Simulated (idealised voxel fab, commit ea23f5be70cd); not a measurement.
process module | voxel fin reveal
cross-section cut | 180 nm wide | cells 5 nm
A cross-section is a grid of square cells, given in bands from the top down. A band is one or more rows of cells.
Each band's line starts with the height of the band's top and of its bottom, in nm. Then come its materials from left to right, each with its width in nm. One material with "throughout" fills the band from edge to edge. "air" is empty space.
Height 0 is the level under which the wafer as received is all one material. The lowest band goes on downwards, as in "0 down".
A width such as "30 to 40" changes by the same amount from each row of cells to the next, from the band's top row to its bottom row.
"no change" after a step means that no cell of the cross-section changed.
closed voids: empty space of 8 cells or more with no open way to the top, each as width x height at its distance from the left edge, in nm
after a step's settings: what the simulator itself notes on the step
overlay nm, on a step with a mask: how far to the right of its planned place the mask lay; to the left if negative
plan
1 op RECEIVE | material Si
2 op CONFORMAL_DEP | material SiN | thk nm 10
3 op DIRECTIONAL_DEP | material aC | thk nm 10
4 op PATTERN | tone cover | mask id FINS | material resist | width nm 15 | pitch nm 45 | thk nm 25 | overlay nm 0
5 op DIRECTIONAL_ETCH | etch materials aC | depth nm 10
6 op STRIP | etch materials resist
7 op DIRECTIONAL_ETCH | etch materials SiN | depth nm 10
8 op DIRECTIONAL_ETCH | etch materials Si | depth nm 30
9 op STRIP | etch materials aC
10 op FILL_DEP | material SiO2 | thk nm 10
11 op CMP | height nm 10
12 op SELECTIVE_ETCH | etch materials SiO2 | depth nm 30
13 op STRIP | etch materials SiN
14 op CONFORMAL_DEP | material HfO2 | thk nm 5
as received, after step 1
  0 down: Si throughout
  closed voids: none
first wafer at the end, as planned
  5 to 0: air 55 | HfO2 25 | air 20 | HfO2 25 | air 55
  0 to -15: air 55 | HfO2 5 | Si 15 | HfO2 5 | air 20 | HfO2 5 | Si 15 | HfO2 5 | air 55
  -15 to -20: HfO2 60 | Si 15 | HfO2 30 | Si 15 | HfO2 60
  -20 to -30: SiO2 60 | Si 15 | SiO2 30 | Si 15 | SiO2 60
  -30 down: Si throughout
  closed voids: none
second wafer at the end: like start, like plan, one mistake
  5 to 0: air 55 | HfO2 25 | air 20 | HfO2 25 | air 55
  0 to -15: air 55 | HfO2 5 | Si 15 | HfO2 5 | air 20 | HfO2 5 | Si 15 | HfO2 5 | air 55
  -15 to -20: HfO2 35 | air 20 | HfO2 5 | Si 15 | HfO2 5 | air 20 | HfO2 5 | Si 15 | HfO2 5 | air 20 | HfO2 35
  -20 to -25: SiO2 30 | HfO2 5 | air 20 | HfO2 5 | Si 15 | HfO2 5 | air 20 | HfO2 5 | Si 15 | HfO2 5 | air 20 | HfO2 5 | SiO2 30
  -25 to -30: SiO2 30 | HfO2 30 | Si 15 | HfO2 30 | Si 15 | HfO2 30 | SiO2 30
  -30 down: Si throughout
  closed voids: none
what went wrong: steps 12 and 13 were swapped
at the end the second wafer has, in cells: 12 more of HfO2 | 36 fewer of SiO2
